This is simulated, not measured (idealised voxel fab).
The process module presented herein is designated voxel capacitor over wiring.
The figure presents cross-section cut, which has a width of 270 nm and is divided into square cells with an edge length of 5 nm.
Reading order for cross-sections: top band down to bottom band. Underlying form: a grid of square cells. Band size: one or more rows of cells.
Read a band's entry like this: the first values are the height of its top and the height of its bottom in nm, and what follows is the sequence of materials from left to right, each with its width in nm. Note that "empty" is empty space, and that a single material marked "throughout" reaches across the band from edge to edge.
Height 0 is the level under which the wafer as received is all one material. The lowest band goes on downwards, as in "top 0, no bottom".
A width such as "30..40" changes by the same amount from each row of cells to the next, from the band's top row to its bottom row.
"remained unchanged" after a step means that no cell of the cross-section changed.
The list in "Closed void listing" covers empty spaces of 8 cells or more that cannot reach the top through any open way, and it gives each as width x height at distance; the distance is from the left edge, and width, height and distance are in nm.
If you see something after the settings on a step's line, that's the simulator's own remark about that step.
A step line may carry the setting "overlay nm", which, for steps involving a mask, states the distance by which the mask lay to the right of its intended position; negative values denote displacement to the left.

## The steps planned for the process are as follows
1 RECEIVE (material Si)
2 CONFORMAL_DEP (material SiO2; thk nm 15)
3 DIRECTIONAL_DEP (material TiN; thk nm 5)
4 DIRECTIONAL_DEP (material Ru; thk nm 25)
5 DIRECTIONAL_DEP (material aC; thk nm 15)
6 PATTERN (tone cover; mask id METAL_1; material resist; width nm 20; pitch nm 85; thk nm 35; overlay nm 0)
7 DIRECTIONAL_ETCH (etch materials aC; depth nm 15)
8 STRIP (etch materials resist)
9 DIRECTIONAL_ETCH (etch materials Ru; depth nm 25)
10 DIRECTIONAL_ETCH (etch materials TiN; depth nm 5)
11 STRIP (etch materials aC)
12 CONFORMAL_DEP (material SiCN; thk nm 5)
13 FILL_DEP (material lowk; thk nm 5)
14 CMP (height nm 45)
15 CONFORMAL_DEP (material SiCN; thk nm 5)
16 DIRECTIONAL_DEP (material SiO2; thk nm 15)
17 DIRECTIONAL_DEP (material aC; thk nm 10)
18 PATTERN (tone open; mask id PLUG_1; material resist; width nm 15; thk nm 25; overlay nm 0)
19 DIRECTIONAL_ETCH (etch materials aC; depth nm 10)
20 STRIP (etch materials resist)
21 DIRECTIONAL_ETCH (etch materials SiO2; depth nm 15)
22 DIRECTIONAL_ETCH (etch materials SiCN; depth nm 5)
23 STRIP (etch materials aC)
24 CONFORMAL_DEP (material TiN; thk nm 5)
25 FILL_DEP (material Ru; thk nm 10)
26 CMP (height nm 65)
27 DIRECTIONAL_DEP (material TiN; thk nm 5)
28 DIRECTIONAL_DEP (material SiN; thk nm 5)
29 DIRECTIONAL_DEP (material TiN; thk nm 5)
30 MASKED_ETCH (tone cover; mask id UPPER_PLATE; width nm 70; etch materials TiN; depth nm 5; overlay nm 0)
31 MASKED_ETCH (tone cover; mask id UPPER_PLATE; width nm 70; etch materials SiN; depth nm 5; overlay nm 0)
32 PATTERN (tone cover; mask id LOWER_PLATE; material resist; width nm 80; thk nm 15; overlay nm 0)
33 DIRECTIONAL_ETCH (etch materials TiN; depth nm 5)
34 STRIP (etch materials resist)
35 FILL_DEP (material SiO2; thk nm 20)
36 CMP (height nm 95)
37 MASKED_ETCH (tone open; mask id PLUG_2; width nm 15; etch materials SiO2; depth nm 15; overlay nm 0)
38 CONFORMAL_DEP (material TiN; thk nm 5)
39 FILL_DEP (material Ru; thk nm 5)
40 CMP (height nm 95)
41 CONFORMAL_DEP (material SiN; thk nm 5)

## As received (post step 1): cross-section
    top 0, no bottom | Si throughout
    Closed void listing: none

## Module complete, cross-section. Starting point and plan per above. One mistake made in running the module
    top 100, bottom 95 | SiN throughout
    top 95, bottom 85 | SiO2 95 nm | TiN 5 nm | Ru 5 nm | TiN 5 nm | SiO2 160 nm
    top 85, bottom 75 | SiO2 95..85 nm | TiN 15..70 nm | SiO2 160..115 nm
    top 75, bottom 70 | SiO2 85 nm | SiN 70 nm | SiO2 115 nm
    top 70, bottom 65 | SiO2 80 nm | TiN 80 nm | SiO2 110 nm
    top 65, bottom 50 | SiO2 85 nm | TiN 5 nm | Ru 5 nm | TiN 5 nm | SiO2 170 nm
    top 50, bottom 45 | SiCN 85 nm | TiN 15 nm | SiCN 170 nm
    top 45, bottom 20 | lowk 85 nm | SiCN 5 nm | Ru 20 nm | SiCN 5 nm | lowk 55 nm | SiCN 5 nm | Ru 20 nm | SiCN 5 nm | lowk 70 nm
    top 20, bottom 15 | SiCN 90 nm | TiN 20 nm | SiCN 65 nm | TiN 20 nm | SiCN 75 nm
    top 15, bottom 0 | SiO2 throughout
    top 0, no bottom | Si throughout
    Closed void listing: none
In executing the process, a mistake was made relative to the plan: note that step 6 departed from the planned setting and was carried out as PATTERN (tone cover; mask id METAL_1; material resist; width nm 20; pitch nm 85; thk nm 35; overlay nm 10)
